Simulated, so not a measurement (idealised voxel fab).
You're looking at the process module voxel ribs on slabs.
This is section cut - it's 270 nm across, gridded in 5 nm square cells.
Notation: cross-section as square-cell grid; stated in bands, top first, going down; one or more cell rows per band.
It is stipulated that each band's entry specify, in nanometres, the height of the top of the band and then that of its bottom, followed by the materials of the band in left-to-right sequence, each together with its width in nanometres. A single material marked by the word "all across" is understood to fill the band from edge to edge; the word "air" is understood to denote empty space.
Heads up on the height convention: 0 is the point under which the incoming wafer is all one material, and the lowest band has no bottom, it just keeps going down, like "top 0, no bottom".
The notation "30->40" denotes a width that varies across the rows of cells in the band, beginning at the first number in the top row, finishing at the second number in the bottom row, and changing by an identical amount from each row to the next.
"remained the same" after a step means that no cell of the cross-section changed.
Enclosed voids (no open way to top), threshold 8 cells or more, entry "Closed cavities", notation width x height at distance, distance from left edge, nm.
Post-settings text on a step line: simulator's own remark regarding the step.
overlay nm: on a step with a mask, how far right of its planned place the mask lay; negative means left.
The following list gives the planned process steps:
1 RECEIVE (material Si)
2 DIRECTIONAL_DEP (material SiO2; thk nm 25)
3 DIRECTIONAL_DEP (material SiN; thk nm 20)
4 DIRECTIONAL_DEP (material aC; thk nm 15)
5 PATTERN (tone cover; mask id RIB; material resist; width nm 15; thk nm 35; overlay nm 0)
6 DIRECTIONAL_ETCH (etch materials aC; depth nm 15)
7 STRIP (etch materials resist)
8 DIRECTIONAL_ETCH (etch materials SiN; depth nm 5)
9 STRIP (etch materials aC)
10 MASKED_ETCH (tone cover; mask id SLAB; width nm 55; etch materials SiN; depth nm 15; overlay nm 0)
11 FILL_DEP (material SiO2; thk nm 15)
12 CMP (height nm 55)
13 DIRECTIONAL_DEP (material W; thk nm 10)
14 PATTERN (tone cover; mask id HEATER; material resist; width nm 25; thk nm 15; overlay nm 0)
15 DIRECTIONAL_ETCH (etch materials W; depth nm 10)
16 STRIP (etch materials resist)
17 CONFORMAL_DEP (material SiN; thk nm 5)
Concerning the first of two wafers, which was run in accordance with the plan:
Cross-section of the wafer as it came to us, i.e., already through step 1:
* top 0, no bottom | Si all across
* Closed cavities: none
Wafer xsec, post step 2:
* top 25, bottom 0 | SiO2 all across
* below 0: unchanged
Wafer xsec, post step 3:
* top 45, bottom 25 | SiN all across
* below 25: unchanged
Wafer xsec, post step 4:
* top 60, bottom 45 | aC all across
* below 45: unchanged
Wafer xsec, post step 5:
* top 95, bottom 60 | 125 of air  15 of resist  130 of air
* below 60: unchanged
Wafer xsec, post step 6:
* top 80, bottom 60 | 125 of air  15 of resist  130 of air
* top 60, bottom 45 | 125 of air  15 of aC  130 of air
* below 45: unchanged
Wafer xsec, post step 7:
* top 60, bottom 45 | 125 of air  15 of aC  130 of air
* below 45: unchanged
Wafer xsec, post step 8:
* top 60, bottom 45 | 125 of air  15 of aC  130 of air
* top 45, bottom 40 | 125 of air  15 of SiN  130 of air
* below 40: unchanged
Wafer xsec, post step 9:
* top 45, bottom 40 | 125 of air  15 of SiN  130 of air
* below 40: unchanged
Wafer xsec, post step 10:
* top 45, bottom 40 | 125 of air  15 of SiN  130 of air
* top 40, bottom 25 | 105 of air  55 of SiN  110 of air
* below 25: unchanged
Wafer xsec, post step 11:
* top 60, bottom 45 | SiO2 all across
* top 45, bottom 40 | 125 of SiO2  15 of SiN  130 of SiO2
* top 40, bottom 25 | 105 of SiO2  55 of SiN  110 of SiO2
* below 25: unchanged
Wafer xsec, post step 12:
* top 55, bottom 45 | SiO2 all across
* below 45: unchanged
Wafer xsec, post step 13:
* top 65, bottom 55 | W all across
* below 55: unchanged
Wafer xsec, post step 14:
* top 80, bottom 65 | 120 of air  25 of resist  125 of air
* below 65: unchanged
Wafer xsec, post step 15:
* top 80, bottom 65 | 120 of air  25 of resist  125 of air
* top 65, bottom 55 | 120 of air  25 of W  125 of air
* below 55: unchanged
Wafer xsec, post step 16:
* top 65, bottom 55 | 120 of air  25 of W  125 of air
* below 55: unchanged
Wafer xsec, post step 17:
* top 70, bottom 65 | 115 of air  35 of SiN  120 of air
* top 65, bottom 60 | 115 of air  5 of SiN  25 of W  5 of SiN  120 of air
* top 60, bottom 55 | 120 of SiN  25 of W  125 of SiN
* below 55: unchanged
Notes, second wafer: start = first wafer's, plan = first wafer's, execution had one mistake; history identical to first through step 16:
Cross-sectional representation of the second wafer at the time designated in the plan for the completion of step 17:
* top 80, bottom 70 | 105 of air  55 of SiN  110 of air
* top 70, bottom 65 | SiN all across
* top 65, bottom 55 | 120 of SiN  25 of W  125 of SiN
* below 55: unchanged
Error vs. plan: step 17 changed vs plan, executed as CONFORMAL_DEP (material SiN; thk nm 15)
The final cell counts differ between the wafers, with the second having more or fewer of some materials than the first: SiN +116
